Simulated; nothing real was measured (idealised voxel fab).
process module | voxel quadruple lines
cross-section cut | 245 nm wide | cells 5 nm
A cross-section is a grid of square cells, given in bands from the top down. A band is one or more rows of cells.
Each band's line starts with the height of the band's top and of its bottom, in nm. Then come its materials from left to right, each with its width in nm. One material with "throughout" fills the band from edge to edge. "air" is empty space.
Height 0 is the level under which the wafer as received is all one material. The lowest band goes on downwards, as in "0 down".
A width such as "30 to 40" changes by the same amount from each row of cells to the next, from the band's top row to its bottom row.
"no change" after a step means that no cell of the cross-section changed.
closed voids: empty space of 8 cells or more with no open way to the top, each as width x height at its distance from the left edge, in nm
after a step's settings: what the simulator itself notes on the step
overlay nm, on a step with a mask: how far to the right of its planned place the mask lay; to the left if negative
plan
1 op RECEIVE | material Si
2 op CONFORMAL_DEP | material Al2O3 | thk nm 5
3 op DIRECTIONAL_DEP | material TiN | thk nm 10
4 op DIRECTIONAL_DEP | material polySi | thk nm 20
5 op DIRECTIONAL_DEP | material aC | thk nm 20
6 op PATTERN | tone cover | mask id MANDREL | material resist | width nm 20 | pitch nm 60 | thk nm 25 | overlay nm 0
7 op DIRECTIONAL_ETCH | etch materials aC | depth nm 20
8 op STRIP | etch materials resist
9 op CONFORMAL_DEP | material SiO2 | thk nm 10
10 op DIRECTIONAL_ETCH | etch materials SiO2 | depth nm 10
11 op STRIP | etch materials aC
12 op DIRECTIONAL_ETCH | etch materials polySi | depth nm 20
13 op STRIP | etch materials SiO2
14 op CONFORMAL_DEP | material SiCN | thk nm 5
15 op DIRECTIONAL_ETCH | etch materials SiCN | depth nm 5
16 op STRIP | etch materials polySi
17 op DIRECTIONAL_ETCH | etch materials TiN | depth nm 10
18 op STRIP | etch materials SiCN
19 op FILL_DEP | material SiO2 | thk nm 5
20 op CMP | height nm 5
varied across the wafers: height nm of step 20. The plan shows the first wafer's value. All wafers start alike
first wafer as received, after step 1
  0 down: Si throughout
  closed voids: none
each wafer at the end: cells of each material gained (+) or lost (-) since it was received, then its closed voids
height nm 5 | +49 Al2O3 | closed voids: none
height nm 10 | +49 Al2O3 | +41 SiO2 | +8 TiN | closed voids: none
height nm 15 | +49 Al2O3 | +82 SiO2 | +16 TiN | closed voids: none
height nm 20 | +49 Al2O3 | +131 SiO2 | +16 TiN | closed voids: none
